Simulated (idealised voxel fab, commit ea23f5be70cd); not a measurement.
This is a process module. Its name is voxel gate over fins.
290 nm wide, 5 nm square cells: that's cross-section cut.
A cross-section is a grid of square cells, given in bands from the top down. A band is one or more rows of cells.
Each band's line starts with the height of the band's top and of its bottom, in nm. Then come its materials from left to right, each with its width in nm. One material with "everywhere" fills the band from edge to edge. "blank" is empty space.
Heights from 0 (as-received wafer is one material below). Bottom band endless downward, as "0 nm and below".
Note: "30->40" means the width goes from the first number (top row of the band) to the second number (bottom row) in equal steps per row of cells.
Where the words "stayed the same" appear for a step, the cross-section shows no cell changed by that step; every cell remained as before.
The label "Completely sealed voids" introduces a list of the empty spaces, 8 cells or larger, that have no open way up to the top; each entry in it reads width x height at distance, where the distance is taken from the left edge and all three are stated in nm.
Read whatever lies past the settings on a step's line as the simulator's own remark about the step.
overlay nm: on a step with a mask, how far right of its planned place the mask lay; negative means left.
Process steps (planned)
step 1: op RECEIVE | material Si
step 2: op CONFORMAL_DEP | material SiN | thk nm 5
step 3: op DIRECTIONAL_DEP | material aC | thk nm 15
step 4: op PATTERN | tone cover | mask id FINS | material resist | width nm 15 | pitch nm 60 | thk nm 35 | overlay nm 0
step 5: op DIRECTIONAL_ETCH | etch materials aC | depth nm 15
step 6: op STRIP | etch materials resist
step 7: op DIRECTIONAL_ETCH | etch materials SiN | depth nm 5
step 8: op DIRECTIONAL_ETCH | etch materials Si | depth nm 40
step 9: op STRIP | etch materials aC
step 10: op FILL_DEP | material SiO2 | thk nm 15
step 11: op CMP | height nm 5
step 12: op PATTERN | tone open | mask id RAIL | material resist | width nm 15 | thk nm 15 | overlay nm 0
step 13: op DIRECTIONAL_ETCH | etch materials SiO2 | depth nm 40
step 14: op STRIP | etch materials resist
step 15: op CONFORMAL_DEP | material TiN | thk nm 5
step 16: op FILL_DEP | material W | thk nm 5
step 17: op CMP | height nm 5
step 18: op SELECTIVE_ETCH | etch materials W Ru TiN | depth nm 20
step 19: op FILL_DEP | material SiO2 | thk nm 5
step 20: op CMP | height nm 5
step 21: op SELECTIVE_ETCH | etch materials SiO2 | depth nm 15
step 22: op STRIP | etch materials SiN
step 23: op CONFORMAL_DEP | material HfO2 | thk nm 5
step 24: op CONFORMAL_DEP | material TiN | thk nm 5
step 25: op FILL_DEP | material W | thk nm 15
step 26: op CMP | height nm 20
step 27: op CONFORMAL_DEP | material SiCN | thk nm 10
Cross-section: wafer on arrival = after step 1
> 0 nm and below  Si everywhere
> Completely sealed voids: none
What the wafer looks like in cross-section after this module, when it starts as shown above and follows the plan above but one mistake is made in running it
> 25 nm to 15 nm  SiCN everywhere
> 15 nm to 10 nm  W everywhere
> 10 nm to 5 nm  W 35 nm / TiN 35 nm / W 25 nm / TiN 35 nm / W 25 nm / TiN 35 nm / W 25 nm / TiN 35 nm / W 40 nm
> 5 nm to 0 nm  W 35 nm / TiN 5 nm / HfO2 25 nm / TiN 5 nm / W 25 nm / TiN 5 nm / HfO2 25 nm / TiN 5 nm / W 25 nm / TiN 5 nm / HfO2 25 nm / TiN 5 nm / W 25 nm / TiN 5 nm / HfO2 25 nm / TiN 5 nm / W 40 nm
> 0 nm to -5 nm  TiN 40 nm / HfO2 5 nm / Si 15 nm / HfO2 5 nm / TiN 35 nm / HfO2 5 nm / Si 15 nm / HfO2 5 nm / TiN 35 nm / HfO2 5 nm / Si 15 nm / HfO2 5 nm / TiN 35 nm / HfO2 5 nm / Si 15 nm / HfO2 5 nm / TiN 45 nm
> -5 nm to -10 nm  HfO2 45 nm / Si 15 nm / HfO2 45 nm / Si 15 nm / HfO2 45 nm / Si 15 nm / HfO2 45 nm / Si 15 nm / HfO2 50 nm
> -10 nm to -15 nm  SiO2 45 nm / Si 15 nm / SiO2 45 nm / Si 15 nm / SiO2 45 nm / Si 15 nm / SiO2 45 nm / Si 15 nm / SiO2 50 nm
> -15 nm to -30 nm  SiO2 45 nm / Si 15 nm / SiO2 15 nm / TiN 5 nm / W 5 nm / TiN 5 nm / SiO2 15 nm / Si 15 nm / SiO2 45 nm / Si 15 nm / SiO2 45 nm / Si 15 nm / SiO2 50 nm
> -30 nm to -35 nm  SiO2 45 nm / Si 15 nm / SiO2 15 nm / TiN 15 nm / SiO2 15 nm / Si 15 nm / SiO2 45 nm / Si 15 nm / SiO2 45 nm / Si 15 nm / SiO2 50 nm
> -35 nm to -40 nm  SiO2 45 nm / Si 15 nm / SiO2 45 nm / Si 15 nm / SiO2 45 nm / Si 15 nm / SiO2 45 nm / Si 15 nm / SiO2 50 nm
> -40 nm and below  Si everywhere
> Completely sealed voids: none
Want to know what went wrong? step 26 did not use the planned setting and instead ran as op CMP | height nm 15
